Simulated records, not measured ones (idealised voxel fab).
process module | voxel wiring stack
cross-section cut | 265 nm wide | cells 5 nm
A cross-section is a grid of square cells, given in bands from the top down. A band is one or more rows of cells.
Each band's line starts with the height of the band's top and of its bottom, in nm. Then come its materials from left to right, each with its width in nm. One material with "throughout" fills the band from edge to edge. "air" is empty space.
Height 0 is the level under which the wafer as received is all one material. The lowest band goes on downwards, as in "0 down".
A width such as "30 to 40" changes by the same amount from each row of cells to the next, from the band's top row to its bottom row.
"no change" after a step means that no cell of the cross-section changed.
closed voids: empty space of 8 cells or more with no open way to the top, each as width x height at its distance from the left edge, in nm
after a step's settings: what the simulator itself notes on the step
overlay nm, on a step with a mask: how far to the right of its planned place the mask lay; to the left if negative
plan
1 op RECEIVE | material Si
2 op CONFORMAL_DEP | material SiO2 | thk nm 10
3 op CONFORMAL_DEP | material SiN | thk nm 5
4 op DIRECTIONAL_DEP | material lowk | thk nm 15
5 op PATTERN | tone open | mask id METAL_1 | material resist | width nm 30 | pitch nm 60 | thk nm 20 | overlay nm 0
6 op DIRECTIONAL_ETCH | etch materials lowk | depth nm 15
7 op DIRECTIONAL_ETCH | etch materials SiN | depth nm 5
8 op STRIP | etch materials resist
9 op CONFORMAL_DEP | material TiN | thk nm 5
10 op FILL_DEP | material Cu | thk nm 10
11 op CMP | height nm 30
12 op CONFORMAL_DEP | material SiCN | thk nm 5
13 op DIRECTIONAL_DEP | material lowk | thk nm 25
14 op DIRECTIONAL_DEP | material aC | thk nm 10
15 op PATTERN | tone open | mask id METAL_2 | material resist | width nm 30 | pitch nm 60 | thk nm 30 | overlay nm 0
16 op DIRECTIONAL_ETCH | etch materials aC | depth nm 10
17 op STRIP | etch materials resist
18 op DIRECTIONAL_ETCH | etch materials lowk | depth nm 15
19 op STRIP | etch materials aC
20 op DIRECTIONAL_DEP | material aC | thk nm 10
21 op PATTERN | tone open | mask id METAL_2_HOLES | material resist | width nm 15 | thk nm 30 | overlay nm 0
22 op DIRECTIONAL_ETCH | etch materials aC | depth nm 10
23 op STRIP | etch materials resist
24 op DIRECTIONAL_ETCH | etch materials lowk | depth nm 10
25 op DIRECTIONAL_ETCH | etch materials SiCN | depth nm 5
26 op STRIP | etch materials aC
27 op CONFORMAL_DEP | material TiN | thk nm 5
28 op FILL_DEP | material Cu | thk nm 5
29 op CMP | height nm 60
30 op CONFORMAL_DEP | material SiN | thk nm 5
first wafer, as planned
as received, after step 1
  0 down: Si throughout
  closed voids: none
after step 2
  10 to 0: SiO2 throughout
  below 0: unchanged
after step 3
  15 to 10: SiN throughout
  below 10: unchanged
after step 4
  30 to 15: lowk throughout
  below 15: unchanged
after step 5
  50 to 30: resist 85 | air 30 | resist 30 | air 30 | resist 90
  below 30: unchanged
after step 6
  50 to 30: resist 85 | air 30 | resist 30 | air 30 | resist 90
  30 to 15: lowk 85 | air 30 | lowk 30 | air 30 | lowk 90
  below 15: unchanged
after step 7
  50 to 30: resist 85 | air 30 | resist 30 | air 30 | resist 90
  30 to 15: lowk 85 | air 30 | lowk 30 | air 30 | lowk 90
  15 to 10: SiN 85 | air 30 | SiN 30 | air 30 | SiN 90
  below 10: unchanged
after step 8
  30 to 15: lowk 85 | air 30 | lowk 30 | air 30 | lowk 90
  below 15: unchanged
after step 9
  35 to 30: TiN 90 | air 20 | TiN 40 | air 20 | TiN 95
  30 to 15: lowk 85 | TiN 5 | air 20 | TiN 5 | lowk 30 | TiN 5 | air 20 | TiN 5 | lowk 90
  15 to 10: SiN 85 | TiN 30 | SiN 30 | TiN 30 | SiN 90
  below 10: unchanged
after step 10
  45 to 35: Cu throughout
  35 to 30: TiN 90 | Cu 20 | TiN 40 | Cu 20 | TiN 95
  30 to 15: lowk 85 | TiN 5 | Cu 20 | TiN 5 | lowk 30 | TiN 5 | Cu 20 | TiN 5 | lowk 90
  below 15: unchanged
after step 11
  30 to 15: lowk 85 | TiN 5 | Cu 20 | TiN 5 | lowk 30 | TiN 5 | Cu 20 | TiN 5 | lowk 90
  below 15: unchanged
after step 12
  35 to 30: SiCN throughout
  below 30: unchanged
after step 13
  60 to 35: lowk throughout
  below 35: unchanged
after step 14
  70 to 60: aC throughout
  below 60: unchanged
after step 15
  100 to 70: resist 85 | air 30 | resist 30 | air 30 | resist 90
  below 70: unchanged
after step 16
  90 to 70: resist 85 | air 30 | resist 30 | air 30 | resist 90
  70 to 60: aC 85 | air 30 | aC 30 | air 30 | aC 90
  below 60: unchanged
after step 17
  70 to 60: aC 85 | air 30 | aC 30 | air 30 | aC 90
  below 60: unchanged
after step 18
  70 to 60: aC 85 | air 30 | aC 30 | air 30 | aC 90
  60 to 45: lowk 85 | air 30 | lowk 30 | air 30 | lowk 90
  below 45: unchanged
after step 19
  60 to 45: lowk 85 | air 30 | lowk 30 | air 30 | lowk 90
  below 45: unchanged
after step 20
  70 to 60: aC 85 | air 30 | aC 30 | air 30 | aC 90
  60 to 55: lowk 85 | air 30 | lowk 30 | air 30 | lowk 90
  55 to 45: lowk 85 | aC 30 | lowk 30 | aC 30 | lowk 90
  below 45: unchanged
after step 21
  100 to 70: resist 85 | air 15 | resist 165
  70 to 60: aC 85 | air 15 | resist 15 | aC 30 | resist 30 | aC 90
  60 to 55: lowk 85 | air 15 | resist 15 | lowk 30 | resist 30 | lowk 90
  below 55: unchanged
after step 22
  90 to 70: resist 85 | air 15 | resist 165
  70 to 60: aC 85 | air 15 | resist 15 | aC 30 | resist 30 | aC 90
  60 to 55: lowk 85 | air 15 | resist 15 | lowk 30 | resist 30 | lowk 90
  55 to 45: lowk 85 | air 15 | aC 15 | lowk 30 | aC 30 | lowk 90
  below 45: unchanged
after step 23
  70 to 60: aC 85 | air 30 | aC 30 | air 30 | aC 90
  60 to 55: lowk 85 | air 30 | lowk 30 | air 30 | lowk 90
  below 55: unchanged
after step 24
  70 to 60: aC 85 | air 30 | aC 30 | air 30 | aC 90
  60 to 55: lowk 85 | air 30 | lowk 30 | air 30 | lowk 90
  55 to 45: lowk 85 | air 15 | aC 15 | lowk 30 | aC 30 | lowk 90
  45 to 35: lowk 85 | air 15 | lowk 165
  below 35: unchanged
after step 25
  70 to 60: aC 85 | air 30 | aC 30 | air 30 | aC 90
  60 to 55: lowk 85 | air 30 | lowk 30 | air 30 | lowk 90
  55 to 45: lowk 85 | air 15 | aC 15 | lowk 30 | aC 30 | lowk 90
  45 to 35: lowk 85 | air 15 | lowk 165
  35 to 30: SiCN 85 | air 15 | SiCN 165
  below 30: unchanged
after step 26
  60 to 45: lowk 85 | air 30 | lowk 30 | air 30 | lowk 90
  below 45: unchanged
after step 27
  65 to 60: TiN 90 | air 20 | TiN 40 | air 20 | TiN 95
  60 to 50: lowk 85 | TiN 5 | air 20 | TiN 5 | lowk 30 | TiN 5 | air 20 | TiN 5 | lowk 90
  50 to 45: lowk 85 | TiN 5 | air 5 | TiN 20 | lowk 30 | TiN 30 | lowk 90
  45 to 35: lowk 85 | TiN 5 | air 5 | TiN 5 | lowk 165
  35 to 30: SiCN 85 | TiN 15 | SiCN 165
  below 30: unchanged
after step 28
  70 to 65: Cu throughout
  65 to 60: TiN 90 | Cu 20 | TiN 40 | Cu 20 | TiN 95
  60 to 50: lowk 85 | TiN 5 | Cu 20 | TiN 5 | lowk 30 | TiN 5 | Cu 20 | TiN 5 | lowk 90
  50 to 45: lowk 85 | TiN 5 | Cu 5 | TiN 20 | lowk 30 | TiN 30 | lowk 90
  45 to 35: lowk 85 | TiN 5 | Cu 5 | TiN 5 | lowk 165
  below 35: unchanged
after step 29
  60 to 50: lowk 85 | TiN 5 | Cu 20 | TiN 5 | lowk 30 | TiN 5 | Cu 20 | TiN 5 | lowk 90
  below 50: unchanged
after step 30
  65 to 60: SiN throughout
  below 60: unchanged
second wafer: like start, like plan, one mistake. Through step 14 it matches the first wafer
when step 15 should have ended
  100 to 70: air 85 | resist 30 | air 30 | resist 30 | air 90
  below 70: unchanged
when step 16 should have ended
  90 to 70: air 85 | resist 30 | air 30 | resist 30 | air 90
  70 to 60: air 85 | aC 30 | air 30 | aC 30 | air 90
  below 60: unchanged
when step 17 should have ended
  70 to 60: air 85 | aC 30 | air 30 | aC 30 | air 90
  below 60: unchanged
when step 18 should have ended
  70 to 60: air 85 | aC 30 | air 30 | aC 30 | air 90
  60 to 45: air 85 | lowk 30 | air 30 | lowk 30 | air 90
  below 45: unchanged
when step 19 should have ended
  60 to 45: air 85 | lowk 30 | air 30 | lowk 30 | air 90
  below 45: unchanged
when step 20 should have ended
  70 to 60: air 85 | aC 30 | air 30 | aC 30 | air 90
  60 to 55: air 85 | lowk 30 | air 30 | lowk 30 | air 90
  55 to 45: aC 85 | lowk 30 | aC 30 | lowk 30 | aC 90
  below 45: unchanged
when step 21 should have ended
  100 to 70: resist 85 | air 15 | resist 165
  70 to 60: resist 85 | aC 30 | resist 30 | aC 30 | resist 90
  60 to 55: resist 85 | lowk 30 | resist 30 | lowk 30 | resist 90
  below 55: unchanged
when step 22 should have ended
  90 to 70: resist 85 | air 15 | resist 165
  70 to 60: resist 85 | air 15 | aC 15 | resist 30 | aC 30 | resist 90
  below 60: unchanged
when step 23 should have ended
  70 to 60: air 100 | aC 15 | air 30 | aC 30 | air 90
  60 to 55: air 85 | lowk 30 | air 30 | lowk 30 | air 90
  below 55: unchanged
when step 24 should have ended
  70 to 60: air 100 | aC 15 | air 30 | aC 30 | air 90
  60 to 55: air 100 | lowk 15 | air 30 | lowk 30 | air 90
  55 to 50: aC 85 | air 15 | lowk 15 | aC 30 | lowk 30 | aC 90
  below 50: unchanged
when step 25 should have ended: no change
when step 26 should have ended
  60 to 50: air 100 | lowk 15 | air 30 | lowk 30 | air 90
  50 to 45: air 85 | lowk 30 | air 30 | lowk 30 | air 90
  below 45: unchanged
when step 27 should have ended
  65 to 60: air 95 | TiN 25 | air 20 | TiN 40 | air 85
  60 to 50: air 95 to 80 | TiN 5 to 20 | lowk 15 | TiN 5 | air 20 | TiN 5 | lowk 30 | TiN 5 | air 85
  50 to 45: TiN 85 | lowk 30 | TiN 30 | lowk 30 | TiN 90
  below 45: unchanged
when step 28 should have ended
  70 to 65: Cu throughout
  65 to 60: Cu 95 | TiN 25 | Cu 20 | TiN 40 | Cu 85
  60 to 50: Cu 95 to 80 | TiN 5 to 20 | lowk 15 | TiN 5 | Cu 20 | TiN 5 | lowk 30 | TiN 5 | Cu 85
  below 50: unchanged
when step 29 should have ended
  60 to 50: Cu 95 to 80 | TiN 5 to 20 | lowk 15 | TiN 5 | Cu 20 | TiN 5 | lowk 30 | TiN 5 | Cu 85
  below 50: unchanged
when step 30 should have ended
  65 to 60: SiN throughout
  below 60: unchanged
what went wrong: step 15 ran as: op PATTERN | tone cover | mask id METAL_2 | material resist | width nm 30 | pitch nm 60 | thk nm 30 | overlay nm 0
at the end the second wafer has, in cells: 58 more of Cu | 3 more of SiCN | 26 more of TiN | 87 fewer of lowk
